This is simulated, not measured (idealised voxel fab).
The process module presented herein is designated voxel plated lines.
Section shown: cut. Width: 270 nm. Cell size: 5 nm, square.
Bands, listed from the top down, are how a cross-section gets written in this document; the cross-section itself is a grid of square cells, and a band is one or more rows of them. Quick guide to a band line: top height, bottom height (nm) up front; then every material left to right with its width in nm. Only one material and it's marked "all across"? Then it fills the band edge to edge. And "air" just means empty space. Basically, 0 is our baseline, since under it the wafer straight out of the box is all one material. The bottom band has no lower end and keeps on going down, so it looks like "0 and below". It should be noted that a width expressed as "30 to 40" varies in equal increments from row to row of cells within the band, taking the value of the first number at the top row and that of the second number at the bottom row. For the purposes of this document, the phrase "no alteration" attached to a step denotes that no cell within the cross-section was modified by that step. Voids not open to the top, 8 cells minimum: see "Enclosed internal voids". Written width x height at distance; distance is from the left edge; nm. On each step's line, the part that comes after the settings is the simulator's own comment on the step. overlay nm: right-of-plan distance of the mask on a masked step; negative values mean left-of-plan.

[Intended process steps]
1,RECEIVE with material Si
2,CONFORMAL_DEP with material SiO2, thk nm 15
3,DIRECTIONAL_DEP with material TiN, thk nm 5
4,PATTERN with tone open, mask id LINES, material resist, width nm 15, pitch nm 40, thk nm 25, overlay nm 0
5,EPI with material Ru, thk nm 5
6,EPI with material Ru, thk nm 10
7,STRIP with etch materials resist
8,DIRECTIONAL_ETCH with etch materials TiN, depth nm 5
9,CONFORMAL_DEP with material SiCN, thk nm 5

[Cross-section of the incoming wafer, state after step 1]
* 0 and below | Si all across
* Enclosed internal voids: none

[Cross-sectional result after module completion. Note: starting condition and plan are unchanged from above; one processing mistake was made]
* 40 down to 35 | 55 nm air / 25 nm SiCN / 15 nm air / 25 nm SiCN / 15 nm air / 25 nm SiCN / 15 nm air / 25 nm SiCN / 70 nm air
* 35 down to 20 | 55 nm air / 5 nm SiCN / 15 nm Ru / 5 nm SiCN / 15 nm air / 5 nm SiCN / 15 nm Ru / 5 nm SiCN / 15 nm air / 5 nm SiCN / 15 nm Ru / 5 nm SiCN / 15 nm air / 5 nm SiCN / 15 nm Ru / 5 nm SiCN / 70 nm air
* 20 down to 15 | 60 nm SiCN / 15 nm TiN / 25 nm SiCN / 15 nm TiN / 25 nm SiCN / 15 nm TiN / 25 nm SiCN / 15 nm TiN / 75 nm SiCN
* 15 down to 0 | SiO2 all across
* 0 and below | Si all across
* Enclosed internal voids: none
Which mistake was made when the wafer was run? not per plan at step 4, really ran PATTERN with tone open, mask id LINES, material resist, width nm 15, pitch nm 40, thk nm 25, overlay nm -5
